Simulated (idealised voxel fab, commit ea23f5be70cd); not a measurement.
Name of the process module below: voxel transistor to metal
The cross-section on display is named cut; it measures 165 nm wide, and its cells are 5 nm squares.
Notation: cross-section as square-cell grid; stated in bands, top first, going down; one or more cell rows per band. In this notation a band is specified by the heights of its top and bottom, in that order and in nm, after which its materials appear from left to right, each paired with its width in nm. The word "all across" attached to a single material means that material fills the band from edge to edge; the word "empty" stands for empty space. For the purposes of this specification, 0 denotes the height below which the wafer in its as-received condition is composed wholly of one material, and the lowermost band, lacking a lower limit, extends downward without end, as expressed in "0 down". A two-number width, for instance "30..40", indicates that the width is equal to the first number in the top row of the band and to the second number in the bottom row, and that it changes by a constant amount per row of cells. Given "identical to before" for a step, no cell of the cross-section differs between before and after that step. If an empty space has no open way to the top and is at least 8 cells in size, "Voids, fully enclosed" lists it, written width x height at distance, where distance is measured from the left edge and every value is in nm. Where a step's line continues beyond its settings, the continuation is a remark by the simulator itself on that step. overlay nm, on a step with a mask: how far to the right of its planned place the mask lay; to the left if negative.

This section lists the process steps that were planned
1. RECEIVE | material Si
2. CONFORMAL_DEP | material SiO2 | thk nm 5
3. CONFORMAL_DEP | material SiN | thk nm 10
4. PATTERN | tone cover | mask id ACTIVE | material resist | width nm 105 | thk nm 20 | overlay nm 0
5. DIRECTIONAL_ETCH | etch materials SiN | depth nm 10
6. DIRECTIONAL_ETCH | etch materials SiO2 | depth nm 5
7. DIRECTIONAL_ETCH | etch materials Si | depth nm 25
8. STRIP | etch materials resist
9. FILL_DEP | material SiO2 | thk nm 10
10. CMP | height nm 15
11. SELECTIVE_ETCH | etch materials SiO2 | depth nm 10
12. STRIP | etch materials SiN
13. SELECTIVE_ETCH | etch materials SiO2 | depth nm 5
14. OXIDIZE | depth nm 5
15. DIRECTIONAL_DEP | material polySi | thk nm 30
16. DIRECTIONAL_DEP | material SiCN | thk nm 15
17. PATTERN | tone cover | mask id GATE | material resist | width nm 25 | thk nm 20 | overlay nm 0
18. DIRECTIONAL_ETCH | etch materials SiCN | depth nm 25
19. DIRECTIONAL_ETCH | etch materials polySi | depth nm 40
20. STRIP | etch materials resist
21. CONFORMAL_DEP | material SiN | thk nm 10
22. DIRECTIONAL_ETCH | etch materials SiN | depth nm 10
23. DIRECTIONAL_ETCH | etch materials SiO2 | depth nm 5
24. DIRECTIONAL_ETCH | etch materials Si | depth nm 15
25. EPI | material SiGe | thk nm 15
26. FILL_DEP | material SiO2 | thk nm 10
27. CMP | height nm 45
28. DIRECTIONAL_DEP | material SiO2 | thk nm 15
29. PATTERN | tone open | mask id CONTACT | material resist | width nm 25 | pitch nm 60 | thk nm 20 | overlay nm 0
30. DIRECTIONAL_ETCH | etch materials SiO2 | depth nm 65
31. STRIP | etch materials resist
32. CONFORMAL_DEP | material TiN | thk nm 5
33. FILL_DEP | material W | thk nm 5
34. CMP | height nm 60
35. CONFORMAL_DEP | material SiCN | thk nm 5
36. DIRECTIONAL_DEP | material SiO2 | thk nm 20
37. MASKED_ETCH | tone open | mask id METAL_1 | width nm 15 | pitch nm 70 | etch materials SiO2 | depth nm 20 | overlay nm 0
38. MASKED_ETCH | tone open | mask id METAL_1 | width nm 15 | pitch nm 70 | etch materials SiCN | depth nm 5 | overlay nm 0
39. CONFORMAL_DEP | material TiN | thk nm 5
40. FILL_DEP | material Cu | thk nm 5
41. CMP | height nm 85
42. CONFORMAL_DEP | material SiN | thk nm 5

Incoming wafer in cross-section (state: after step 1)
  0 down | Si all across
  Voids, fully enclosed: none

Looking at the first of two wafers in cross-section at end of module - ran to plan
  90 to 85 | SiN all across
  85 to 65 | 40 nm SiO2  5 nm TiN  5 nm Cu  5 nm TiN  55 nm SiO2  5 nm TiN  5 nm Cu  5 nm TiN  40 nm SiO2
  65 to 60 | 40 nm SiCN  15 nm TiN  55 nm SiCN  15 nm TiN  40 nm SiCN
  60 to 50 | 40 nm SiO2  5 nm TiN  15 nm W  5 nm TiN  35 nm SiO2  5 nm TiN  15 nm W  5 nm TiN  40 nm SiO2
  50 to 45 | 40 nm SiO2  5 nm TiN  10 nm W  10 nm TiN  35 nm SiO2  10 nm TiN  10 nm W  5 nm TiN  40 nm SiO2
  45 to 30 | 40 nm SiO2  5 nm TiN  10 nm W  5 nm TiN  10 nm SiN  25 nm SiCN  10 nm SiN  5 nm TiN  10 nm W  5 nm TiN  40 nm SiO2
  30 to 15 | 40 nm SiO2  5 nm TiN  10 nm W  5 nm TiN  10 nm SiN  25 nm polySi  10 nm SiN  5 nm TiN  10 nm W  5 nm TiN  40 nm SiO2
  15 to 10 | 40 nm SiO2  20 nm TiN  10 nm SiN  25 nm polySi  10 nm SiN  20 nm TiN  40 nm SiO2
  10 to 0 | 40 nm SiO2  5 nm TiN  15 nm SiGe  10 nm SiN  25 nm polySi  10 nm SiN  15 nm SiGe  5 nm TiN  40 nm SiO2
  0 to -5 | 40 nm SiO2  5 nm TiN  15 nm SiGe  45 nm SiO2  15 nm SiGe  5 nm TiN  40 nm SiO2
  -5 to -20 | 30 nm SiO2  30 nm SiGe  45 nm Si  30 nm SiGe  30 nm SiO2
  -20 to -25 | 30 nm SiO2  105 nm Si  30 nm SiO2
  -25 down | Si all across
  Voids, fully enclosed: none

Cross-sectional view of the second of two wafers upon completion of the module. This wafer shared its starting condition and process plan with the first; one error was made during its execution
  90 to 85 | SiN all across
  85 to 65 | 40 nm SiO2  5 nm TiN  5 nm Cu  5 nm TiN  55 nm SiO2  5 nm TiN  5 nm Cu  5 nm TiN  40 nm SiO2
  65 to 60 | 40 nm SiCN  15 nm TiN  55 nm SiCN  15 nm TiN  40 nm SiCN
  60 to 50 | 40 nm SiO2  5 nm TiN  15 nm W  5 nm TiN  35 nm SiO2  5 nm TiN  15 nm W  5 nm TiN  40 nm SiO2
  50 to 45 | 40 nm SiO2  5 nm TiN  10 nm W  10 nm TiN  35 nm SiO2  10 nm TiN  10 nm W  5 nm TiN  40 nm SiO2
  45 to 35 | 40 nm SiO2  5 nm TiN  10 nm W  5 nm TiN  10 nm SiN  25 nm SiCN  10 nm SiN  5 nm TiN  10 nm W  5 nm TiN  40 nm SiO2
  35 to 20 | 40 nm SiO2  5 nm TiN  10 nm W  5 nm TiN  10 nm SiN  25 nm polySi  10 nm SiN  5 nm TiN  10 nm W  5 nm TiN  40 nm SiO2
  20 to 15 | 40 nm SiO2  20 nm TiN  10 nm SiN  25 nm polySi  10 nm SiN  20 nm TiN  40 nm SiO2
  15 to 10 | 40 nm SiO2  5 nm TiN  15 nm SiGe  10 nm SiN  25 nm polySi  10 nm SiN  15 nm SiGe  5 nm TiN  40 nm SiO2
  10 to 5 | 30 nm SiO2  30 nm SiGe  10 nm SiN  25 nm polySi  10 nm SiN  30 nm SiGe  30 nm SiO2
  5 to 0 | 25 nm SiO2  10 nm SiN  25 nm SiGe  45 nm SiO2  25 nm SiGe  10 nm SiN  25 nm SiO2
  0 to -5 | 40 nm SiO2  20 nm SiGe  45 nm Si  20 nm SiGe  40 nm SiO2
  -5 to -15 | 30 nm SiO2  10 nm Si  20 nm SiGe  45 nm Si  20 nm SiGe  10 nm Si  30 nm SiO2
  -15 to -25 | 30 nm SiO2  105 nm Si  30 nm SiO2
  -25 down | Si all across
  Voids, fully enclosed: none
what went wrong: steps 12 and 13 of the plan were run in the wrong order, each in the other's place
Cell-count delta at end, second wafer over first, by material: +29 Si, -5 SiCN, -2 SiGe, -10 SiO2, -8 TiN, -4 W
